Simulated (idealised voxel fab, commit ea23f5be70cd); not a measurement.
Herein follows the process module entitled voxel spacer lines.
Section shown: cut. Width: 280 nm. Cell size: 5 nm, square.
A cross-section is written here as square cells arranged in a grid, and it is given in bands from the top down, each band taking up one or more rows of cells. The band entry comprises the height of the band's top followed by the height of its bottom, expressed in nm, and subsequently the band's materials from left to right, each stated together with its width in nm. Where a single material is marked with the word "throughout", that material fills the band from edge to edge. The word "empty" represents empty space. For the purposes of this specification, 0 denotes the height below which the wafer in its as-received condition is composed wholly of one material, and the lowermost band, lacking a lower limit, extends downward without end, as expressed in "z 0 and below". You'd read "30->40" like this: the band's top row of cells is as wide as the first number, its bottom row is as wide as the second, and going down, every row changes width by the same amount as the row before did. Step note "nothing altered" = no cross-section cell changed. You'll see "Closed void roster" listing empty spaces that have no way open to the top, as long as they're 8 cells or more; the notation is width x height at distance, where the distance is from the left edge, and all of it is in nm. That trailing text on a step's line, after the settings, is the simulator's own remark on the step. You can add "overlay nm" to a step's line. For a step with a mask, it describes how far the mask lay to the right of its planned position, and a negative number describes a lay to the left.
STEPS IN THE PROCESS PLAN
1) RECEIVE,material Si
2) CONFORMAL_DEP,material Al2O3,thk nm 10
3) DIRECTIONAL_DEP,material SiN,thk nm 10
4) DIRECTIONAL_DEP,material aC,thk nm 20
5) PATTERN,tone cover,mask id MANDREL,material resist,width nm 25,pitch nm 70,thk nm 30,overlay nm 0
6) DIRECTIONAL_ETCH,etch materials aC,depth nm 20
7) STRIP,etch materials resist
8) CONFORMAL_DEP,material SiO2,thk nm 10
9) DIRECTIONAL_ETCH,etch materials SiO2,depth nm 10
10) STRIP,etch materials aC
11) DIRECTIONAL_ETCH,etch materials SiN,depth nm 10
12) STRIP,etch materials SiO2
FIRST OF THE TWO WAFERS, RUN PER PLAN
THIS IS THE CROSS-SECTION OF THE WAFER AS WE RECEIVED IT, I.E. AFTER STEP 1
- z 0 and below = Si throughout
- Closed void roster: none
CROSS-SECTION OF THE WAFER SUBSEQUENT TO STEP 2
- z 10 to 0 = Al2O3 throughout
- Below a height of 0, the structure has not been altered.
CROSS-SECTION OF THE WAFER SUBSEQUENT TO STEP 3
- z 20 to 10 = SiN throughout
- Below a height of 10, the structure has not been altered.
CROSS-SECTION OF THE WAFER SUBSEQUENT TO STEP 4
- z 40 to 20 = aC throughout
- Below a height of 20, the structure has not been altered.
CROSS-SECTION OF THE WAFER SUBSEQUENT TO STEP 5
- z 70 to 40 = empty (55); resist (25); empty (45); resist (25); empty (45); resist (25); empty (60)
- Below a height of 40, the structure has not been altered.
CROSS-SECTION OF THE WAFER SUBSEQUENT TO STEP 6
- z 50 to 40 = empty (55); resist (25); empty (45); resist (25); empty (45); resist (25); empty (60)
- z 40 to 20 = empty (55); aC (25); empty (45); aC (25); empty (45); aC (25); empty (60)
- Below a height of 20, the structure has not been altered.
CROSS-SECTION OF THE WAFER SUBSEQUENT TO STEP 7
- z 40 to 20 = empty (55); aC (25); empty (45); aC (25); empty (45); aC (25); empty (60)
- Below a height of 20, the structure has not been altered.
CROSS-SECTION OF THE WAFER SUBSEQUENT TO STEP 8
- z 50 to 40 = empty (45); SiO2 (45); empty (25); SiO2 (45); empty (25); SiO2 (45); empty (50)
- z 40 to 30 = empty (45); SiO2 (10); aC (25); SiO2 (10); empty (25); SiO2 (10); aC (25); SiO2 (10); empty (25); SiO2 (10); aC (25); SiO2 (10); empty (50)
- z 30 to 20 = SiO2 (55); aC (25); SiO2 (45); aC (25); SiO2 (45); aC (25); SiO2 (60)
- Below a height of 20, the structure has not been altered.
CROSS-SECTION OF THE WAFER SUBSEQUENT TO STEP 9
- z 40 to 20 = empty (45); SiO2 (10); aC (25); SiO2 (10); empty (25); SiO2 (10); aC (25); SiO2 (10); empty (25); SiO2 (10); aC (25); SiO2 (10); empty (50)
- Below a height of 20, the structure has not been altered.
CROSS-SECTION OF THE WAFER SUBSEQUENT TO STEP 10
- z 40 to 20 = empty (45); SiO2 (10); empty (25); SiO2 (10); empty (25); SiO2 (10); empty (25); SiO2 (10); empty (25); SiO2 (10); empty (25); SiO2 (10); empty (50)
- Below a height of 20, the structure has not been altered.
CROSS-SECTION OF THE WAFER SUBSEQUENT TO STEP 11
- z 40 to 20 = empty (45); SiO2 (10); empty (25); SiO2 (10); empty (25); SiO2 (10); empty (25); SiO2 (10); empty (25); SiO2 (10); empty (25); SiO2 (10); empty (50)
- z 20 to 10 = empty (45); SiN (10); empty (25); SiN (10); empty (25); SiN (10); empty (25); SiN (10); empty (25); SiN (10); empty (25); SiN (10); empty (50)
- Below a height of 10, the structure has not been altered.
CROSS-SECTION OF THE WAFER SUBSEQUENT TO STEP 12
- z 20 to 10 = empty (45); SiN (10); empty (25); SiN (10); empty (25); SiN (10); empty (25); SiN (10); empty (25); SiN (10); empty (25); SiN (10); empty (50)
- Below a height of 10, the structure has not been altered.
SECOND WAFER - SHARED START AND PLAN WITH THE FIRST - ONE ERROR IN RUNNING - SAME AS THE FIRST UP TO STEP 3 INCLUSIVE
CROSS-SECTION: SECOND WAFER, TIME AT WHICH STEP 4 WAS SCHEDULED TO END
- z 40 to 20 = Al2O3 throughout
- Below a height of 20, the structure has not been altered.
CROSS-SECTION: SECOND WAFER, TIME AT WHICH STEP 5 WAS SCHEDULED TO END
- z 70 to 40 = empty (55); resist (25); empty (45); resist (25); empty (45); resist (25); empty (60)
- Below a height of 40, the structure has not been altered.
CROSS-SECTION: SECOND WAFER, TIME AT WHICH STEP 6 WAS SCHEDULED TO END
- z 50 to 40 = empty (55); resist (25); empty (45); resist (25); empty (45); resist (25); empty (60)
- Below a height of 40, the structure has not been altered.
CROSS-SECTION: SECOND WAFER, TIME AT WHICH STEP 7 WAS SCHEDULED TO END
- z 40 to 20 = Al2O3 throughout
- Below a height of 20, the structure has not been altered.
CROSS-SECTION: SECOND WAFER, TIME AT WHICH STEP 8 WAS SCHEDULED TO END
- z 50 to 40 = SiO2 throughout
- Below a height of 40, the structure has not been altered.
CROSS-SECTION: SECOND WAFER, TIME AT WHICH STEP 9 WAS SCHEDULED TO END
- z 40 to 20 = Al2O3 throughout
- Below a height of 20, the structure has not been altered.
Cross-section: second wafer, time at which step 10 was scheduled to end: nothing altered
Cross-section: second wafer, time at which step 11 was scheduled to end: nothing altered
Cross-section: second wafer, time at which step 12 was scheduled to end: nothing altered
Want to know what went wrong? step 4 was processed under conditions differing from the plan, specifically as DIRECTIONAL_DEP,material Al2O3,thk nm 20
FYI, end of process, the second wafer has more or fewer cells of some materials than the first: 224 more of Al2O3; 88 more of SiN
